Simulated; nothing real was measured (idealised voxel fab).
Process module, titled voxel wiring stack
Cross-section cut spans 150 nm and uses square cells 5 nm in size.
Each cross-section below is a grid of square cells, stated as bands in top-down order, with one or more rows of cells making up each band.
Basically the band line says how high the top is and how high the bottom is, in nm, and then what's in it from left to right, every material with its width in nm. Empty space shows up as "empty", and if a single material carries "full width" it runs the full band edge to edge.
All heights in this document are referenced to 0, defined as the level beneath which the wafer, as received, consists entirely of one material. The lowest band is not bounded below; it extends indefinitely downward and is written in the form "0 and below".
Width spec "30 to 40" -> top row of cells at first value, bottom row at second value, equal per-row change in between.
"no change" -> step changed no cross-section cell.
"Trapped voids" specifies each empty space that is not open to the top and that occupies no fewer than 8 cells, using the form width x height at distance, the distance measured from the left edge and all three quantities in nm.
It should be noted that, on the line of a given step, the content following the step's settings is a remark produced by the simulator itself with respect to that step.
When a step includes a mask, the "overlay nm" setting on its line states how far to the right of its planned place that mask lay, and negative values state how far to the left.

[These are the steps we planned for the process]
1,RECEIVE | material Si
2,CONFORMAL_DEP | material SiO2 | thk nm 10
3,DIRECTIONAL_DEP | material TiN | thk nm 5
4,DIRECTIONAL_DEP | material W | thk nm 20
5,MASKED_ETCH | tone cover | mask id METAL_1 | width nm 20 | pitch nm 35 | etch materials W | depth nm 20 | overlay nm 0
6,MASKED_ETCH | tone cover | mask id METAL_1 | width nm 20 | pitch nm 35 | etch materials TiN | depth nm 5 | overlay nm 0
7,FILL_DEP | material lowk | thk nm 10
8,CMP | height nm 35
9,CONFORMAL_DEP | material SiCN | thk nm 5
10,DIRECTIONAL_DEP | material SiO2 | thk nm 20
11,MASKED_ETCH | tone open | mask id PLUG_1 | width nm 15 | etch materials SiO2 | depth nm 20 | overlay nm 0
12,MASKED_ETCH | tone open | mask id PLUG_1 | width nm 15 | etch materials SiCN | depth nm 5 | overlay nm 0
13,CONFORMAL_DEP | material TiN | thk nm 5
14,FILL_DEP | material Ru | thk nm 5
15,CMP | height nm 60
16,CONFORMAL_DEP | material SiCN | thk nm 5
17,DIRECTIONAL_DEP | material lowk | thk nm 25
18,DIRECTIONAL_DEP | material aC | thk nm 10
19,PATTERN | tone open | mask id METAL_2 | material resist | width nm 20 | pitch nm 35 | thk nm 25 | overlay nm 0
20,DIRECTIONAL_ETCH | etch materials aC | depth nm 5
21,STRIP | etch materials resist
22,DIRECTIONAL_ETCH | etch materials lowk | depth nm 25
23,DIRECTIONAL_ETCH | etch materials SiCN | depth nm 5
24,STRIP | etch materials aC
25,CONFORMAL_DEP | material TiN | thk nm 5
26,FILL_DEP | material Ru | thk nm 5
27,CMP | height nm 90
28,EPI | material Ru | thk nm 5
29,FILL_DEP | material SiCN | thk nm 5
The wafers in this document start out alike and differ in the depth nm applied at step 20; the plan shows the value used for the first wafer.

[The first of several wafers as received, shown in cross-section; this is its state after step 1]
> 0 and below: Si full width
> Trapped voids: none

[wafer rows; end of module; cells per material since receipt: (+) gained, (-) lost; then closed voids]
depth nm 5, +4 Ru, +87 SiCN, +168 SiO2, +19 TiN, +32 W, +260 lowk, Trapped voids: none
depth nm 10, +36 Ru, +97 SiCN, +168 SiO2, +47 TiN, +32 W, +220 lowk, Trapped voids: none
depth nm 15, +36 Ru, +97 SiCN, +168 SiO2, +47 TiN, +32 W, +220 lowk, Trapped voids: none
depth nm 20, +36 Ru, +97 SiCN, +168 SiO2, +47 TiN, +32 W, +220 lowk, Trapped voids: none
depth nm 25, +36 Ru, +97 SiCN, +168 SiO2, +47 TiN, +32 W, +220 lowk, Trapped voids: none
